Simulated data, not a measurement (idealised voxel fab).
process module | voxel air gaps
cross-section cut | 240 nm wide | cells 5 nm
A cross-section is a grid of square cells, given in bands from the top down. A band is one or more rows of cells.
Each band's line starts with the height of the band's top and of its bottom, in nm. Then come its materials from left to right, each with its width in nm. One material with "throughout" fills the band from edge to edge. "air" is empty space.
Height 0 is the level under which the wafer as received is all one material. The lowest band goes on downwards, as in "0 down".
A width such as "30 to 40" changes by the same amount from each row of cells to the next, from the band's top row to its bottom row.
"no change" after a step means that no cell of the cross-section changed.
closed voids: empty space of 8 cells or more with no open way to the top, each as width x height at its distance from the left edge, in nm
after a step's settings: what the simulator itself notes on the step
overlay nm, on a step with a mask: how far to the right of its planned place the mask lay; to the left if negative
plan
1 op RECEIVE | material Si
2 op CONFORMAL_DEP | material SiO2 | thk nm 15
3 op CONFORMAL_DEP | material SiCN | thk nm 5
4 op DIRECTIONAL_DEP | material SiO2 | thk nm 40
5 op PATTERN | tone open | mask id LINES | material resist | width nm 15 | pitch nm 40 | thk nm 20 | overlay nm 0
6 op DIRECTIONAL_ETCH | etch materials SiO2 | depth nm 40
7 op STRIP | etch materials resist
8 op CONFORMAL_DEP | material TiN | thk nm 5
9 op FILL_DEP | material Cu | thk nm 5
10 op CMP | height nm 60
11 op EPI | material Ru | thk nm 10
12 op SELECTIVE_ETCH | etch materials SiO2 | depth nm 50
13 op CONFORMAL_DEP | material SiCN | thk nm 5
as received, after step 1
  0 down: Si throughout
  closed voids: none
a wafer at the end: this start, this plan, one mistake
  75 to 70: air 35 | SiO2 165 | air 40
  70 to 60: air 35 | SiO2 5 | Ru 35 | SiO2 5 | Ru 35 | SiO2 5 | Ru 35 | SiO2 5 | Ru 35 | SiO2 5 | air 40
  60 to 55: air 35 | SiO2 15 | TiN 5 | Cu 5 | TiN 5 | SiO2 25 | TiN 5 | Cu 5 | TiN 5 | SiO2 25 | TiN 5 | Cu 5 | TiN 5 | SiO2 25 | TiN 5 | Cu 5 | TiN 5 | SiO2 15 | air 40
  55 to 25: air 45 | SiO2 5 | TiN 5 | Cu 5 | TiN 5 | SiO2 5 | air 15 | SiO2 5 | TiN 5 | Cu 5 | TiN 5 | SiO2 5 | air 15 | SiO2 5 | TiN 5 | Cu 5 | TiN 5 | SiO2 5 | air 15 | SiO2 5 | TiN 5 | Cu 5 | TiN 5 | SiO2 5 | air 50
  25 to 20: SiO2 50 | TiN 15 | SiO2 25 | TiN 15 | SiO2 25 | TiN 15 | SiO2 25 | TiN 15 | SiO2 55
  20 to 15: SiCN throughout
  15 to 0: SiO2 throughout
  0 down: Si throughout
  closed voids: 15 x 30 at 70; 15 x 30 at 110; 15 x 30 at 150
what went wrong: step 13 ran as: op CONFORMAL_DEP | material SiO2 | thk nm 5
